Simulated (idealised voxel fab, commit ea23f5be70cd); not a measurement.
The following is a process module called voxel fin reveal.
Cross-sectional view cut (width: 295 nm; square cell size: 5 nm).
Square cells in a grid make up a cross-section in this document, and the grid is given as bands, listed from the top down, each one or more rows of cells. Band: top height; bottom height; in nm. Then, left to right: material with width in nm, for each material. "full width": a single material spanning edge to edge. "air": empty space. It should be noted that heights are counted from 0, beneath which the wafer as supplied is of one material throughout, and that the lowest band possesses no lower boundary but continues downward, as written in "0 nm and below". The width entry "30 to 40" should be interpreted row by row: the top row of cells in the band takes the first number, the bottom row takes the second number, and the change between adjacent rows is uniform throughout. A step reported as "nothing different" is a step in which no cell of the cross-section changed. "Enclosed cavity list": empty spaces of 8 cells or more with no open way to the top, each given as width x height at distance, distance from the left edge, all in nm. Whatever follows a step's settings on its line is a remark the simulator itself makes about that step. Among the settings permitted on a step's line is "overlay nm"; applied to a step with a mask, it specifies the extent to which the mask lay to the right of its planned position, whereas a negative figure signifies a position to the left.

## The planned process steps are enumerated hereunder
1: RECEIVE | material Si
2: CONFORMAL_DEP | material SiN | thk nm 5
3: MASKED_ETCH | tone cover | mask id FINS | width nm 15 | pitch nm 45 | etch materials SiN | depth nm 5 | overlay nm 0
4: MASKED_ETCH | tone cover | mask id FINS | width nm 15 | pitch nm 45 | etch materials Si | depth nm 30 | overlay nm 0
5: OXIDIZE | depth nm 5
6: FILL_DEP | material SiO2 | thk nm 5
7: CMP | height nm 5
8: SELECTIVE_ETCH | etch materials SiO2 | depth nm 25
9: STRIP | etch materials SiN

## Cross-sectional view of the wafer in its as-received condition, corresponding to the state after step 1
  0 nm and below = Si full width
  Enclosed cavity list: none

## Result of the module, cross-sectioned: start per above, plan per above, one error in how it was run
  0 nm to -20 nm = air: 100, then Si: 5, then air: 40, then Si: 5, then air: 40, then Si: 5, then air: 100
  -20 nm to -25 nm = SiO2: 70, then air: 30, then Si: 5, then air: 40, then Si: 5, then air: 40, then Si: 5, then air: 30, then SiO2: 70
  -25 nm to -35 nm = SiO2: 100, then Si: 5, then SiO2: 40, then Si: 5, then SiO2: 40, then Si: 5, then SiO2: 100
  -35 nm and below = Si full width
  Enclosed cavity list: none
Deviation from plan: swap of plan steps 8 and 9 during execution
